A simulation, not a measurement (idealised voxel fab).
The process module presented herein is designated voxel self aligned vias.
Shown is cross-section cut, with a width of 160 nm and square cells of size 5 nm.
Cross-section layout: square cells on a grid; listed as bands, top to bottom; a band spans one or more cell rows. Band: top height; bottom height; in nm. Then, left to right: material with width in nm, for each material. "everywhere": a single material spanning edge to edge. "empty": empty space. Basically, 0 is our baseline, since under it the wafer straight out of the box is all one material. The bottom band has no lower end and keeps on going down, so it looks like "0 down". Quick explanation for "30 to 40": the width changes in equal steps down the rows of cells, from the first number in the band's top row to the second number in its bottom row. Any step labelled "no alterations made" changed none of the cells in the cross-section. Look at "Cavities, closed" for the closed voids: empty spaces with no open path to the top, sized 8 cells or up. Each is width x height at distance, distance from the left edge, all nm. Anything after a step's settings on that line? It's the simulator's own note about the step. The line of a step may include "overlay nm". On a step with a mask, this value is how far to the right of its planned place the mask lay. A negative value means the mask lay to the left.

**The process steps that were planned are listed below**
1) RECEIVE | material Si
2) CONFORMAL_DEP | material SiO2 | thk nm 15
3) CONFORMAL_DEP | material SiCN | thk nm 5
4) DIRECTIONAL_DEP | material SiO2 | thk nm 25
5) MASKED_ETCH | tone open | mask id LINES | width nm 25 | pitch nm 50 | etch materials SiO2 | depth nm 25 | overlay nm 0
6) CONFORMAL_DEP | material TiN | thk nm 5
7) FILL_DEP | material Ru | thk nm 10
8) CMP | height nm 45
9) SELECTIVE_ETCH | etch materials W Ru TiN | depth nm 10
10) FILL_DEP | material SiN | thk nm 5
11) CMP | height nm 45
12) DIRECTIONAL_DEP | material SiO2 | thk nm 20
13) PATTERN | tone open | mask id VIAS | material resist | width nm 25 | pitch nm 50 | thk nm 20 | overlay nm 0
14) DIRECTIONAL_ETCH | etch materials SiO2 | depth nm 20
15) DIRECTIONAL_ETCH | etch materials SiN | depth nm 10
16) STRIP | etch materials resist
17) CONFORMAL_DEP | material TiN | thk nm 5
18) FILL_DEP | material W | thk nm 10
19) CMP | height nm 65
20) CONFORMAL_DEP | material SiCN | thk nm 5
Quick note for whoever runs this: the wafers start identical, but the width nm at step 13 isn't the same across them. The plan just shows what the first wafer had.

**The first of several wafers in cross-section, exactly as it reached us after step 1**
    0 down: Si everywhere
    Cavities, closed: none

**Every row in this table is a wafer at the end of the module, and it gives, for each of the materials, the cells that wafer has gained (+) or lost (-) since it was received, then its closed voids**
width nm 25; +12 Ru; +64 SiCN; +294 SiO2; +48 TiN; +30 W; Cavities, closed: none
width nm 30; +12 Ru; +64 SiCN; +286 SiO2; +50 TiN; +36 W; Cavities, closed: none
width nm 35; +12 Ru; +64 SiCN; +278 SiO2; +52 TiN; +42 W; Cavities, closed: none
